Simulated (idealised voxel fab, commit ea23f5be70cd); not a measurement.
Module name: voxel transistor to metal (process module)
Each square cell in cross-section cut measures 5 nm, and the section as a whole is 210 nm wide.
Cross-section spec: square-cell grid; bands listed top down; each band is one or more rows. Per band: top height and bottom height in nm, followed by the left-to-right materials and their widths in nm; "everywhere" marks a single material spanning edge to edge, "blank" marks empty space. Heights are measured from 0, the level below which the as-received wafer is all one material; the lowest band has no bottom and continues downward, written as in "0 -> down". Top row gets the first number, bottom row gets the second, and each row in between changes by the same step: that is how a band width like "30..40" works. Basically "no change occurred" means that step didn't change any cell in the cross-section. Entry "Fully enclosed voids". Content: empty spaces with no open connection to the top, size 8 cells or greater. Each: width x height at distance. Distance: from left edge. Unit: nm. That trailing text on a step's line, after the settings, is the simulator's own remark on the step. When a step includes a mask, the "overlay nm" setting on its line states how far to the right of its planned place that mask lay, and negative values state how far to the left.

### Process steps - plan
1,RECEIVE,material Si
2,OXIDIZE,depth nm 5
3,CONFORMAL_DEP,material SiN,thk nm 15
4,DIRECTIONAL_DEP,material aC,thk nm 15
5,PATTERN,tone cover,mask id ACTIVE,material resist,width nm 125,thk nm 30,overlay nm 0
6,DIRECTIONAL_ETCH,etch materials aC,depth nm 15
7,STRIP,etch materials resist
8,DIRECTIONAL_ETCH,etch materials SiN,depth nm 15
9,DIRECTIONAL_ETCH,etch materials SiO2,depth nm 5
10,DIRECTIONAL_ETCH,etch materials Si,depth nm 35
11,STRIP,etch materials aC
12,FILL_DEP,material SiO2,thk nm 15
13,CMP,height nm 15
14,SELECTIVE_ETCH,etch materials SiO2,depth nm 5
15,STRIP,etch materials SiN
16,SELECTIVE_ETCH,etch materials SiO2,depth nm 5
17,OXIDIZE,depth nm 5
18,DIRECTIONAL_DEP,material polySi,thk nm 20
19,DIRECTIONAL_DEP,material SiCN,thk nm 15
20,PATTERN,tone cover,mask id GATE,material resist,width nm 35,thk nm 15,overlay nm 0
21,DIRECTIONAL_ETCH,etch materials SiCN,depth nm 25
22,DIRECTIONAL_ETCH,etch materials polySi,depth nm 30
23,STRIP,etch materials resist
24,CONFORMAL_DEP,material SiN,thk nm 10
25,DIRECTIONAL_ETCH,etch materials SiN,depth nm 10
26,DIRECTIONAL_ETCH,etch materials SiO2,depth nm 5
27,DIRECTIONAL_ETCH,etch materials Si,depth nm 10
28,EPI,material SiGe,thk nm 10
29,FILL_DEP,material SiO2,thk nm 10
30,CMP,height nm 15
31,STRIP,etch materials polySi
32,SELECTIVE_ETCH,etch materials SiO2,depth nm 5
33,CONFORMAL_DEP,material HfO2,thk nm 5
34,CONFORMAL_DEP,material TiN,thk nm 5
35,FILL_DEP,material W,thk nm 10
36,CMP,height nm 10
37,DIRECTIONAL_DEP,material SiO2,thk nm 15
38,PATTERN,tone open,mask id CONTACT,material resist,width nm 15,pitch nm 90,thk nm 20,overlay nm 0
39,DIRECTIONAL_ETCH,etch materials SiO2,depth nm 35
40,STRIP,etch materials resist
41,CONFORMAL_DEP,material TiN,thk nm 5
42,FILL_DEP,material Ru,thk nm 10
43,CMP,height nm 25
44,DIRECTIONAL_DEP,material TiN,thk nm 5
45,DIRECTIONAL_DEP,material W,thk nm 15
46,PATTERN,tone cover,mask id METAL_1,material resist,width nm 15,pitch nm 90,thk nm 15,overlay nm 0
47,DIRECTIONAL_ETCH,etch materials W,depth nm 15
48,DIRECTIONAL_ETCH,etch materials TiN,depth nm 5
49,STRIP,etch materials resist
50,FILL_DEP,material lowk,thk nm 5
51,CMP,height nm 45
52,CONFORMAL_DEP,material SiCN,thk nm 5
53,DIRECTIONAL_DEP,material SiO2,thk nm 30
54,DIRECTIONAL_DEP,material aC,thk nm 15
55,PATTERN,tone open,mask id METAL_2,material resist,width nm 15,pitch nm 90,thk nm 30,overlay nm 0
56,DIRECTIONAL_ETCH,etch materials aC,depth nm 15
57,STRIP,etch materials resist
58,DIRECTIONAL_ETCH,etch materials SiO2,depth nm 15
59,STRIP,etch materials aC
60,PATTERN,tone open,mask id METAL_2_HOLES,material resist,width nm 15,pitch nm 90,thk nm 20,overlay nm 0
61,DIRECTIONAL_ETCH,etch materials SiO2,depth nm 15
62,DIRECTIONAL_ETCH,etch materials SiCN,depth nm 5
63,STRIP,etch materials resist
64,CONFORMAL_DEP,material TiN,thk nm 5
65,FILL_DEP,material Ru,thk nm 10
66,CMP,height nm 80
67,CONFORMAL_DEP,material SiN,thk nm 5

### Delivered wafer in cross-section: state after step 1
0 -> down  Si everywhere
Fully enclosed voids: none

### This is how the wafer looks in cross-section once the module is done, given the starting state and plan above and one mistake in carrying the plan out
85 -> 80  SiN everywhere
80 -> 50  SiO2: 50; TiN: 5; Ru: 5; TiN: 5; SiO2: 75; TiN: 5; Ru: 5; TiN: 5; SiO2: 55
50 -> 45  SiCN: 50; TiN: 15; SiCN: 75; TiN: 15; SiCN: 55
45 -> 30  lowk: 50; W: 15; lowk: 75; W: 15; lowk: 55
30 -> 25  lowk: 50; TiN: 15; lowk: 75; TiN: 15; lowk: 55
25 -> 10  SiO2: 50; TiN: 5; Ru: 5; TiN: 5; SiO2: 75; TiN: 5; Ru: 5; TiN: 5; SiO2: 55
10 -> 5  SiO2: 50; TiN: 5; Ru: 5; TiN: 5; SiO2: 10; SiN: 10; HfO2: 5; TiN: 5; W: 15; TiN: 5; HfO2: 5; SiN: 10; SiO2: 10; TiN: 5; Ru: 5; TiN: 5; SiO2: 55
5 -> 0  SiO2: 35; SiN: 10; SiO2: 5; TiN: 15; SiO2: 10; SiN: 10; HfO2: 5; TiN: 5; W: 15; TiN: 5; HfO2: 5; SiN: 10; SiO2: 10; TiN: 15; SiO2: 5; SiN: 10; SiO2: 40
0 -> -5  SiO2: 35; SiN: 10; SiGe: 10; TiN: 10; SiGe: 10; SiN: 10; HfO2: 5; TiN: 25; HfO2: 5; SiN: 10; SiGe: 10; TiN: 10; SiGe: 10; SiN: 10; SiO2: 40
-5 -> -10  SiO2: 45; SiGe: 10; TiN: 10; SiGe: 10; SiO2: 5; HfO2: 45; SiO2: 5; SiGe: 10; TiN: 10; SiGe: 10; SiO2: 50
-10 -> -20  SiO2: 40; Si: 5; SiGe: 30; Si: 55; SiGe: 30; Si: 5; SiO2: 45
-20 -> -75  SiO2: 40; Si: 125; SiO2: 45
-75 -> down  Si everywhere
Fully enclosed voids: none
The mistake made against the process plan was this: plan step 10 was twice executed
